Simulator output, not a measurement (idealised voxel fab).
process module | voxel ribs on slabs
Displayed cross-section: cut, width of 255 nm, square cells sized 5 nm.
Each cross-section below is a grid of square cells, stated as bands in top-down order, with one or more rows of cells making up each band. Look at the band entry: it leads with the top's height and the bottom's height in nm. Then it lists the materials left to right, with a width in nm for each. The word "full width" on a single material says that material fills the band edge to edge. The word "empty" is empty space. Below 0: as-received wafer, all one material; heights counted from there. Lowest band: no bottom, goes on down, written "0..down". The expression "30->40" gives the width at the extremes of the band, the first number at its top row of cells and the second at its bottom row, with the width changing by equal amounts from each row to the next in between. Any step labelled "no alterations made" changed none of the cells in the cross-section. So "Sealed void list" is basically the list of trapped voids: any empty space of 8 cells or more that can't reach the top through an opening. They're written width x height at distance, the distance being from the left edge, and it's all nm. Where a step's line continues beyond its settings, the continuation is a remark by the simulator itself on that step. If you see "overlay nm" on a step's line and that step has a mask, it's telling you how far right of where it was planned the mask ended up; a negative number means it went left instead.

Set out below are the planned steps of the process
1: RECEIVE,material Si
2: DIRECTIONAL_DEP,material SiO2,thk nm 20
3: DIRECTIONAL_DEP,material polySi,thk nm 15
4: MASKED_ETCH,tone cover,mask id RIB,width nm 20,etch materials polySi,depth nm 5,overlay nm 0
5: DIRECTIONAL_DEP,material aC,thk nm 15
6: PATTERN,tone cover,mask id SLAB,material resist,width nm 70,thk nm 30,overlay nm 0
7: DIRECTIONAL_ETCH,etch materials aC,depth nm 15
8: STRIP,etch materials resist
9: DIRECTIONAL_ETCH,etch materials polySi,depth nm 10
10: STRIP,etch materials aC
11: FILL_DEP,material SiO2,thk nm 20
12: CMP,height nm 45
13: DIRECTIONAL_DEP,material W,thk nm 5
14: MASKED_ETCH,tone cover,mask id HEATER,width nm 30,etch materials W,depth nm 5,overlay nm 0
15: CONFORMAL_DEP,material SiN,thk nm 5

The first wafer of two, processed as planned

as received, after step 1
  0..down | Si full width
  Sealed void list: none

So this is the wafer cross-section right after step 2
  20..0 | SiO2 full width
  below 0: unchanged

So this is the wafer cross-section right after step 3
  35..20 | polySi full width
  below 20: unchanged

So this is the wafer cross-section right after step 4
  35..30 | empty=115 | polySi=20 | empty=120
  below 30: unchanged

So this is the wafer cross-section right after step 5
  50..45 | empty=115 | aC=20 | empty=120
  45..35 | aC full width
  35..30 | aC=115 | polySi=20 | aC=120
  below 30: unchanged

So this is the wafer cross-section right after step 6
  80..50 | empty=90 | resist=70 | empty=95
  50..45 | empty=90 | resist=25 | aC=20 | resist=25 | empty=95
  below 45: unchanged

So this is the wafer cross-section right after step 7
  65..50 | empty=90 | resist=70 | empty=95
  50..45 | empty=90 | resist=25 | aC=20 | resist=25 | empty=95
  45..35 | empty=90 | aC=70 | empty=95
  35..30 | empty=90 | aC=25 | polySi=20 | aC=25 | empty=95
  below 30: unchanged

So this is the wafer cross-section right after step 8
  50..45 | empty=115 | aC=20 | empty=120
  below 45: unchanged

So this is the wafer cross-section right after step 9
  50..45 | empty=115 | aC=20 | empty=120
  45..35 | empty=90 | aC=70 | empty=95
  35..30 | empty=90 | aC=25 | polySi=20 | aC=25 | empty=95
  30..20 | empty=90 | polySi=70 | empty=95
  below 20: unchanged

So this is the wafer cross-section right after step 10
  35..30 | empty=115 | polySi=20 | empty=120
  below 30: unchanged

So this is the wafer cross-section right after step 11
  55..35 | SiO2 full width
  35..30 | SiO2=115 | polySi=20 | SiO2=120
  30..20 | SiO2=90 | polySi=70 | SiO2=95
  below 20: unchanged

So this is the wafer cross-section right after step 12
  45..35 | SiO2 full width
  below 35: unchanged

So this is the wafer cross-section right after step 13
  50..45 | W full width
  below 45: unchanged

So this is the wafer cross-section right after step 14
  50..45 | empty=110 | W=30 | empty=115
  below 45: unchanged

So this is the wafer cross-section right after step 15
  55..50 | empty=105 | SiN=40 | empty=110
  50..45 | SiN=110 | W=30 | SiN=115
  below 45: unchanged

Second wafer, same starting state and plan as the first, one mistake in the run, identical through step 13

Cross-sectional view of the second wafer at the intended end time of process step 14
  50..45 | W=110 | empty=30 | W=115
  below 45: unchanged

Cross-sectional view of the second wafer at the intended end time of process step 15
  55..50 | SiN=115 | empty=20 | SiN=120
  50..45 | W=110 | SiN=30 | W=115
  below 45: unchanged
Nonconformance to the process plan: rather than as planned, step 14 actually ran as MASKED_ETCH,tone open,mask id HEATER,width nm 30,etch materials W,depth nm 5,overlay nm 0
Per the end-of-run cell counts, the second wafer holds more or fewer of some materials than the first: +39 W
